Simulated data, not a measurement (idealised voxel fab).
This is a process module. Its name is voxel ribs on slabs.
The cross-section on display is named cut; it measures 290 nm wide, and its cells are 5 nm squares.
Square cells in a grid make up a cross-section in this document, and the grid is given as bands, listed from the top down, each one or more rows of cells. Per band: top height and bottom height in nm, followed by the left-to-right materials and their widths in nm; "edge to edge" marks a single material spanning edge to edge, "empty" marks empty space. All heights in this document are referenced to 0, defined as the level beneath which the wafer, as received, consists entirely of one material. The lowest band is not bounded below; it extends indefinitely downward and is written in the form "0 and below". Graded width ("30 to 40"): value in top row of band = first number; value in bottom row = second number; row-to-row change constant. Where the words "stayed the same" appear for a step, the cross-section shows no cell changed by that step; every cell remained as before. "Closed void inventory": sealed empty spaces, 8 cells or more, no open way to top, listed width x height at distance, with distance from the left edge and width, height and distance in nm. Read whatever lies past the settings on a step's line as the simulator's own remark about the step. overlay nm, on a step with a mask: how far to the right of its planned place the mask lay; to the left if negative.
Plan
1: RECEIVE with material Si
2: DIRECTIONAL_DEP with material SiO2, thk nm 30
3: DIRECTIONAL_DEP with material polySi, thk nm 20
4: MASKED_ETCH with tone cover, mask id RIB, width nm 15, etch materials polySi, depth nm 5, overlay nm 0
5: PATTERN with tone cover, mask id SLAB, material resist, width nm 55, thk nm 15, overlay nm 0
6: DIRECTIONAL_ETCH with etch materials polySi, depth nm 15
7: STRIP with etch materials resist
8: FILL_DEP with material SiO2, thk nm 20
9: CMP with height nm 60
10: DIRECTIONAL_DEP with material W, thk nm 5
11: MASKED_ETCH with tone cover, mask id HEATER, width nm 35, etch materials W, depth nm 5, overlay nm 0
12: CONFORMAL_DEP with material SiN, thk nm 10
Same starting wafers, different width nm at step 4. Plan value belongs to the first wafer.
Cross-section, first of several wafers, as delivered after step 1
> 0 and below | Si edge to edge
> Closed void inventory: none
Below is a per-wafer table. In it, each row describes the wafer at the end of the module by giving, for each material, the number of cells gained (+) or lost (-) since the wafer was received, and after that the closed voids of the wafer
width nm 15 | +120 SiN | +660 SiO2 | +7 W | +36 polySi | Closed void inventory: none
width nm 20 | +120 SiN | +659 SiO2 | +7 W | +37 polySi | Closed void inventory: none
width nm 25 | +120 SiN | +658 SiO2 | +7 W | +38 polySi | Closed void inventory: none
width nm 30 | +120 SiN | +657 SiO2 | +7 W | +39 polySi | Closed void inventory: none
width nm 35 | +120 SiN | +656 SiO2 | +7 W | +40 polySi | Closed void inventory: none
width nm 40 | +120 SiN | +655 SiO2 | +7 W | +41 polySi | Closed void inventory: none
